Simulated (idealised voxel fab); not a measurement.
This is a process module. Its name is voxel ribs on slabs.
The width of the displayed cross-section, cut, is 275 nm; its cells are square, with a size of 5 nm.
Cross-sections here: square-cell grids, written as top-down lists of bands, a band being one or more rows of cells.
Per band: top height and bottom height in nm, followed by the left-to-right materials and their widths in nm; "throughout" marks a single material spanning edge to edge, "air" marks empty space.
Heights are expressed relative to 0, this being the level below which the as-received wafer comprises one material exclusively. The lowest band is unbounded in the downward direction and is denoted as in "0 down".
It should be noted that a width expressed as "30..40" varies in equal increments from row to row of cells within the band, taking the value of the first number at the top row and that of the second number at the bottom row.
"stayed the same" for a step: no cell of the cross-section changed in that step.
Basically, "Enclosed internal cavities" tells you about the enclosed voids: empty spaces with no open way to the top, 8 cells or bigger, each written width x height at distance, where distance is from the left edge, all in nm.
Anything after a step's settings on that line? It's the simulator's own note about the step.
overlay nm: for a step with a mask, the amount by which the mask lay right of where it was planned; a negative amount means left of it.
# The following list gives the planned process steps
| 1 | RECEIVE | material Si |
| 2 | DIRECTIONAL_DEP | material SiO2 | thk nm 20 |
| 3 | DIRECTIONAL_DEP | material polySi | thk nm 15 |
| 4 | DIRECTIONAL_DEP | material aC | thk nm 15 |
| 5 | PATTERN | tone cover | mask id RIB | material resist | width nm 15 | thk nm 30 | overlay nm 0 |
| 6 | DIRECTIONAL_ETCH | etch materials aC | depth nm 15 |
| 7 | STRIP | etch materials resist |
| 8 | DIRECTIONAL_ETCH | etch materials polySi | depth nm 10 |
| 9 | STRIP | etch materials aC |
| 10 | MASKED_ETCH | tone cover | mask id SLAB | width nm 75 | etch materials polySi | depth nm 5 | overlay nm 0 |
| 11 | FILL_DEP | material SiO2 | thk nm 15 |
| 12 | CMP | height nm 45 |
| 13 | DIRECTIONAL_DEP | material W | thk nm 10 |
| 14 | MASKED_ETCH | tone cover | mask id HEATER | width nm 25 | etch materials W | depth nm 10 | overlay nm 0 |
| 15 | CONFORMAL_DEP | material SiO2 | thk nm 5 |
# Wafer as received: cross-section following step 1
0 down = Si throughout
Enclosed internal cavities: none
# First of two wafers: cross-section at end of module, run per plan
60 to 55 = 120 nm air  35 nm SiO2  120 nm air
55 to 50 = 120 nm air  5 nm SiO2  25 nm W  5 nm SiO2  120 nm air
50 to 45 = 125 nm SiO2  25 nm W  125 nm SiO2
45 to 35 = SiO2 throughout
35 to 25 = 130 nm SiO2  15 nm polySi  130 nm SiO2
25 to 20 = 100 nm SiO2  75 nm polySi  100 nm SiO2
20 to 0 = SiO2 throughout
0 down = Si throughout
Enclosed internal cavities: none
# Wafer two (of two), end-of-module cross-section: start = wafer one, plan = wafer one, one run mistake
60 to 50 = 120 nm air  35 nm W  120 nm air
50 to 45 = W throughout
45 to 35 = SiO2 throughout
35 to 25 = 130 nm SiO2  15 nm polySi  130 nm SiO2
25 to 20 = 100 nm SiO2  75 nm polySi  100 nm SiO2
20 to 0 = SiO2 throughout
0 down = Si throughout
Enclosed internal cavities: none
The mistake made against the process plan was this: step 15 changed vs plan, executed as CONFORMAL_DEP | material W | thk nm 5
Final cells, second wafer relative to first, materials higher or lower: SiO2 -59, W +59
